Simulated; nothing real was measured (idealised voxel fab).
The document below concerns the process module designated voxel tone inversion.
Section cut is 240 nm wide and gridded with 5 nm square cells.
Each cross-section below is a grid of square cells, stated as bands in top-down order, with one or more rows of cells making up each band. Heights first: top, then bottom, in nm. Then materials, left to right, each with a width in nm. "full width" on a single material: fills the band edge to edge. "blank": empty space. Measure heights from 0. That's the level where, below it, the as-received wafer is all one material. The lowest band is bottomless and extends downward; write it as in "z 0 and below". Think of "30..40" as a width that walks from the first number to the second as you go down the band, top row to bottom row, taking equal-sized steps from row to row. "no modification" for a step: no cell of the cross-section changed in that step. "Closed void listing" contains a list of empty spaces, each no smaller than 8 cells and without an open way to the top, written in the form width x height at distance with the distance from the left edge and all three in nm. That trailing text on a step's line, after the settings, is the simulator's own remark on the step. For masked steps, "overlay nm" on the step line gives how far right of plan the mask actually lay; a minus sign means it lay to the left.
**Planned process steps**
1 RECEIVE,material Si
2 CONFORMAL_DEP,material SiN,thk nm 5
3 DIRECTIONAL_DEP,material polySi,thk nm 20
4 PATTERN,tone cover,mask id POSTS,material resist,width nm 15,pitch nm 45,thk nm 25,overlay nm 0
5 DIRECTIONAL_ETCH,etch materials polySi,depth nm 20
6 STRIP,etch materials resist
7 FILL_DEP,material lowk,thk nm 10
8 CMP,height nm 25
9 STRIP,etch materials polySi
10 CONFORMAL_DEP,material TiN,thk nm 5
11 FILL_DEP,material Cu,thk nm 10
12 CMP,height nm 25
13 CONFORMAL_DEP,material SiCN,thk nm 5
**As-received wafer cross-section (after step 1)**
	z 0 and below: Si full width
	Closed void listing: none
**Wafer cross-section at module end: first of two, run to plan**
	z 30 to 25: SiCN full width
	z 25 to 10: lowk=45 / TiN=5 / Cu=5 / TiN=5 / lowk=30 / TiN=5 / Cu=5 / TiN=5 / lowk=30 / TiN=5 / Cu=5 / TiN=5 / lowk=30 / TiN=5 / Cu=5 / TiN=5 / lowk=45
	z 10 to 5: lowk=45 / TiN=15 / lowk=30 / TiN=15 / lowk=30 / TiN=15 / lowk=30 / TiN=15 / lowk=45
	z 5 to 0: SiN full width
	z 0 and below: Si full width
	Closed void listing: none
**End-of-module cross-section of the second wafer: identical starting point and process plan to the first, with one processing mistake**
	z 30 to 25: SiCN full width
	z 25 to 10: lowk=55 / TiN=5 / Cu=5 / TiN=5 / lowk=30 / TiN=5 / Cu=5 / TiN=5 / lowk=30 / TiN=5 / Cu=5 / TiN=5 / lowk=30 / TiN=5 / Cu=5 / TiN=5 / lowk=35
	z 10 to 5: lowk=55 / TiN=15 / lowk=30 / TiN=15 / lowk=30 / TiN=15 / lowk=30 / TiN=15 / lowk=35
	z 5 to 0: SiN full width
	z 0 and below: Si full width
	Closed void listing: none
What broke from the plan during processing? step 4 deviated from plan and actually ran as PATTERN,tone cover,mask id POSTS,material resist,width nm 15,pitch nm 45,thk nm 25,overlay nm 10
When the process is done, the second wafer contains the same cell count of every material as the first wafer, but distributed over other locations.
